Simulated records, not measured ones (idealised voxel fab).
process module | voxel double patterning
cross-section cut | 210 nm wide | cells 5 nm
A cross-section is a grid of square cells, given in bands from the top down. A band is one or more rows of cells.
Each band's line starts with the height of the band's top and of its bottom, in nm. Then come its materials from left to right, each with its width in nm. One material with "throughout" fills the band from edge to edge. "air" is empty space.
Height 0 is the level under which the wafer as received is all one material. The lowest band goes on downwards, as in "0 down".
A width such as "30 to 40" changes by the same amount from each row of cells to the next, from the band's top row to its bottom row.
"no change" after a step means that no cell of the cross-section changed.
closed voids: empty space of 8 cells or more with no open way to the top, each as width x height at its distance from the left edge, in nm
after a step's settings: what the simulator itself notes on the step
overlay nm, on a step with a mask: how far to the right of its planned place the mask lay; to the left if negative
plan
1 op RECEIVE | material Si
2 op CONFORMAL_DEP | material SiO2 | thk nm 5
3 op DIRECTIONAL_DEP | material polySi | thk nm 15
4 op DIRECTIONAL_DEP | material SiN | thk nm 10
5 op PATTERN | tone open | mask id FIRST | material resist | width nm 15 | pitch nm 50 | thk nm 15 | overlay nm 0
6 op DIRECTIONAL_ETCH | etch materials SiN | depth nm 10
7 op STRIP | etch materials resist
8 op MASKED_ETCH | tone open | mask id SECOND | width nm 15 | etch materials SiN | depth nm 10 | overlay nm 0
9 op DIRECTIONAL_ETCH | etch materials polySi | depth nm 15
10 op STRIP | etch materials SiN
first wafer, as planned
as received, after step 1
  0 down: Si throughout
  closed voids: none
after step 2
  5 to 0: SiO2 throughout
  below 0: unchanged
after step 3
  20 to 5: polySi throughout
  below 5: unchanged
after step 4
  30 to 20: SiN throughout
  below 20: unchanged
after step 5
  45 to 30: resist 70 | air 15 | resist 35 | air 15 | resist 75
  below 30: unchanged
after step 6
  45 to 30: resist 70 | air 15 | resist 35 | air 15 | resist 75
  30 to 20: SiN 70 | air 15 | SiN 35 | air 15 | SiN 75
  below 20: unchanged
after step 7
  30 to 20: SiN 70 | air 15 | SiN 35 | air 15 | SiN 75
  below 20: unchanged
after step 8
  30 to 20: SiN 70 | air 15 | SiN 10 | air 15 | SiN 10 | air 15 | SiN 75
  below 20: unchanged
after step 9
  30 to 20: SiN 70 | air 15 | SiN 10 | air 15 | SiN 10 | air 15 | SiN 75
  20 to 5: polySi 70 | air 15 | polySi 10 | air 15 | polySi 10 | air 15 | polySi 75
  below 5: unchanged
after step 10
  20 to 5: polySi 70 | air 15 | polySi 10 | air 15 | polySi 10 | air 15 | polySi 75
  below 5: unchanged
second wafer: like start, like plan, one mistake. Through step 1 it matches the first wafer
when step 2 should have ended
  15 to 0: polySi throughout
  below 0: unchanged
when step 3 should have ended
  20 to 15: SiO2 throughout
  below 15: unchanged
when step 4 should have ended
  30 to 20: SiN throughout
  below 20: unchanged
when step 5 should have ended
  45 to 30: resist 70 | air 15 | resist 35 | air 15 | resist 75
  below 30: unchanged
when step 6 should have ended
  45 to 30: resist 70 | air 15 | resist 35 | air 15 | resist 75
  30 to 20: SiN 70 | air 15 | SiN 35 | air 15 | SiN 75
  below 20: unchanged
when step 7 should have ended
  30 to 20: SiN 70 | air 15 | SiN 35 | air 15 | SiN 75
  below 20: unchanged
when step 8 should have ended
  30 to 20: SiN 70 | air 15 | SiN 10 | air 15 | SiN 10 | air 15 | SiN 75
  below 20: unchanged
when step 9 should have ended: no change
when step 10 should have ended
  20 to 15: SiO2 throughout
  below 15: unchanged
what went wrong: steps 2 and 3 were swapped
at the end the second wafer has, in cells: 27 more of polySi
